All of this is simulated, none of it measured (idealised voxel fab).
process module | voxel self aligned contacts
cross-section cut | 285 nm wide | cells 5 nm
A cross-section is a grid of square cells, given in bands from the top down. A band is one or more rows of cells.
Each band's line starts with the height of the band's top and of its bottom, in nm. Then come its materials from left to right, each with its width in nm. One material with "throughout" fills the band from edge to edge. "air" is empty space.
Height 0 is the level under which the wafer as received is all one material. The lowest band goes on downwards, as in "0 down".
A width such as "30 to 40" changes by the same amount from each row of cells to the next, from the band's top row to its bottom row.
"no change" after a step means that no cell of the cross-section changed.
closed voids: empty space of 8 cells or more with no open way to the top, each as width x height at its distance from the left edge, in nm
after a step's settings: what the simulator itself notes on the step
overlay nm, on a step with a mask: how far to the right of its planned place the mask lay; to the left if negative
plan
1 op RECEIVE | material Si
2 op OXIDIZE | depth nm 5
3 op DIRECTIONAL_DEP | material polySi | thk nm 30
4 op DIRECTIONAL_DEP | material SiN | thk nm 20
5 op DIRECTIONAL_DEP | material aC | thk nm 15
6 op PATTERN | tone cover | mask id GATE | material resist | width nm 25 | pitch nm 60 | thk nm 30 | overlay nm 0
7 op DIRECTIONAL_ETCH | etch materials aC | depth nm 15
8 op STRIP | etch materials resist
9 op DIRECTIONAL_ETCH | etch materials SiN | depth nm 20
10 op DIRECTIONAL_ETCH | etch materials polySi | depth nm 30
11 op STRIP | etch materials aC
12 op CONFORMAL_DEP | material SiN | thk nm 10
13 op DIRECTIONAL_ETCH | etch materials SiN | depth nm 10
14 op FILL_DEP | material SiO2 | thk nm 15
15 op CMP | height nm 55
16 op MASKED_ETCH | tone open | mask id CONTACT | width nm 45 | pitch nm 60 | etch materials SiO2 | depth nm 60 | overlay nm 0
17 op CONFORMAL_DEP | material TiN | thk nm 5
18 op FILL_DEP | material Ru | thk nm 10
19 op CMP | height nm 55
20 op CONFORMAL_DEP | material SiN | thk nm 5
first wafer, as planned
as received, after step 1
  0 down: Si throughout
  closed voids: none
after step 2
  0 to -5: SiO2 throughout
  below -5: unchanged
after step 3
  30 to 0: polySi throughout
  below 0: unchanged
after step 4
  50 to 30: SiN throughout
  below 30: unchanged
after step 5
  65 to 50: aC throughout
  below 50: unchanged
after step 6
  95 to 65: air 70 | resist 25 | air 35 | resist 25 | air 35 | resist 25 | air 70
  below 65: unchanged
after step 7
  80 to 65: air 70 | resist 25 | air 35 | resist 25 | air 35 | resist 25 | air 70
  65 to 50: air 70 | aC 25 | air 35 | aC 25 | air 35 | aC 25 | air 70
  below 50: unchanged
after step 8
  65 to 50: air 70 | aC 25 | air 35 | aC 25 | air 35 | aC 25 | air 70
  below 50: unchanged
after step 9
  65 to 50: air 70 | aC 25 | air 35 | aC 25 | air 35 | aC 25 | air 70
  50 to 30: air 70 | SiN 25 | air 35 | SiN 25 | air 35 | SiN 25 | air 70
  below 30: unchanged
after step 10
  65 to 50: air 70 | aC 25 | air 35 | aC 25 | air 35 | aC 25 | air 70
  50 to 30: air 70 | SiN 25 | air 35 | SiN 25 | air 35 | SiN 25 | air 70
  30 to 0: air 70 | polySi 25 | air 35 | polySi 25 | air 35 | polySi 25 | air 70
  below 0: unchanged
after step 11
  50 to 30: air 70 | SiN 25 | air 35 | SiN 25 | air 35 | SiN 25 | air 70
  below 30: unchanged
after step 12
  60 to 30: air 60 | SiN 45 | air 15 | SiN 45 | air 15 | SiN 45 | air 60
  30 to 10: air 60 | SiN 10 | polySi 25 | SiN 10 | air 15 | SiN 10 | polySi 25 | SiN 10 | air 15 | SiN 10 | polySi 25 | SiN 10 | air 60
  10 to 0: SiN 70 | polySi 25 | SiN 35 | polySi 25 | SiN 35 | polySi 25 | SiN 70
  below 0: unchanged
after step 13
  50 to 30: air 60 | SiN 45 | air 15 | SiN 45 | air 15 | SiN 45 | air 60
  30 to 0: air 60 | SiN 10 | polySi 25 | SiN 10 | air 15 | SiN 10 | polySi 25 | SiN 10 | air 15 | SiN 10 | polySi 25 | SiN 10 | air 60
  below 0: unchanged
after step 14
  65 to 50: SiO2 throughout
  50 to 30: SiO2 60 | SiN 45 | SiO2 15 | SiN 45 | SiO2 15 | SiN 45 | SiO2 60
  30 to 0: SiO2 60 | SiN 10 | polySi 25 | SiN 10 | SiO2 15 | SiN 10 | polySi 25 | SiN 10 | SiO2 15 | SiN 10 | polySi 25 | SiN 10 | SiO2 60
  below 0: unchanged
after step 15
  55 to 50: SiO2 throughout
  below 50: unchanged
after step 16
  55 to 50: SiO2 90 | air 45 | SiO2 15 | air 45 | SiO2 90
  50 to 30: SiO2 60 | SiN 45 | air 15 | SiN 45 | air 15 | SiN 45 | SiO2 60
  30 to 0: SiO2 60 | SiN 10 | polySi 25 | SiN 10 | air 15 | SiN 10 | polySi 25 | SiN 10 | air 15 | SiN 10 | polySi 25 | SiN 10 | SiO2 60
  0 to -5: SiO2 105 | air 15 | SiO2 45 | air 15 | SiO2 105
  below -5: unchanged
after step 17
  60 to 55: TiN 95 | air 35 | TiN 25 | air 35 | TiN 95
  55 to 50: SiO2 90 | TiN 20 | air 5 | TiN 20 | SiO2 15 | TiN 20 | air 5 | TiN 20 | SiO2 90
  50 to 30: SiO2 60 | SiN 45 | TiN 5 | air 5 | TiN 5 | SiN 45 | TiN 5 | air 5 | TiN 5 | SiN 45 | SiO2 60
  30 to 0: SiO2 60 | SiN 10 | polySi 25 | SiN 10 | TiN 5 | air 5 | TiN 5 | SiN 10 | polySi 25 | SiN 10 | TiN 5 | air 5 | TiN 5 | SiN 10 | polySi 25 | SiN 10 | SiO2 60
  0 to -5: SiO2 105 | TiN 15 | SiO2 45 | TiN 15 | SiO2 105
  below -5: unchanged
after step 18
  70 to 60: Ru throughout
  60 to 55: TiN 95 | Ru 35 | TiN 25 | Ru 35 | TiN 95
  55 to 50: SiO2 90 | TiN 20 | Ru 5 | TiN 20 | SiO2 15 | TiN 20 | Ru 5 | TiN 20 | SiO2 90
  50 to 30: SiO2 60 | SiN 45 | TiN 5 | Ru 5 | TiN 5 | SiN 45 | TiN 5 | Ru 5 | TiN 5 | SiN 45 | SiO2 60
  30 to 0: SiO2 60 | SiN 10 | polySi 25 | SiN 10 | TiN 5 | Ru 5 | TiN 5 | SiN 10 | polySi 25 | SiN 10 | TiN 5 | Ru 5 | TiN 5 | SiN 10 | polySi 25 | SiN 10 | SiO2 60
  below 0: unchanged
after step 19
  55 to 50: SiO2 90 | TiN 20 | Ru 5 | TiN 20 | SiO2 15 | TiN 20 | Ru 5 | TiN 20 | SiO2 90
  below 50: unchanged
after step 20
  60 to 55: SiN throughout
  below 55: unchanged
second wafer: like start, like plan, one mistake. Through step 16 it matches the first wafer
when step 17 should have ended
  60 to 55: SiN 95 | air 35 | SiN 25 | air 35 | SiN 95
  55 to 50: SiO2 90 | SiN 20 | air 5 | SiN 20 | SiO2 15 | SiN 20 | air 5 | SiN 20 | SiO2 90
  50 to 30: SiO2 60 | SiN 50 | air 5 | SiN 55 | air 5 | SiN 50 | SiO2 60
  30 to 0: SiO2 60 | SiN 10 | polySi 25 | SiN 15 | air 5 | SiN 15 | polySi 25 | SiN 15 | air 5 | SiN 15 | polySi 25 | SiN 10 | SiO2 60
  0 to -5: SiO2 105 | SiN 15 | SiO2 45 | SiN 15 | SiO2 105
  below -5: unchanged
when step 18 should have ended
  70 to 60: Ru throughout
  60 to 55: SiN 95 | Ru 35 | SiN 25 | Ru 35 | SiN 95
  55 to 50: SiO2 90 | SiN 20 | Ru 5 | SiN 20 | SiO2 15 | SiN 20 | Ru 5 | SiN 20 | SiO2 90
  50 to 30: SiO2 60 | SiN 50 | Ru 5 | SiN 55 | Ru 5 | SiN 50 | SiO2 60
  30 to 0: SiO2 60 | SiN 10 | polySi 25 | SiN 15 | Ru 5 | SiN 15 | polySi 25 | SiN 15 | Ru 5 | SiN 15 | polySi 25 | SiN 10 | SiO2 60
  below 0: unchanged
when step 19 should have ended
  55 to 50: SiO2 90 | SiN 20 | Ru 5 | SiN 20 | SiO2 15 | SiN 20 | Ru 5 | SiN 20 | SiO2 90
  below 50: unchanged
when step 20 should have ended
  60 to 55: SiN throughout
  below 55: unchanged
what went wrong: step 17 ran as: op CONFORMAL_DEP | material SiN | thk nm 5
at the end the second wafer has, in cells: 62 more of SiN | 62 fewer of TiN
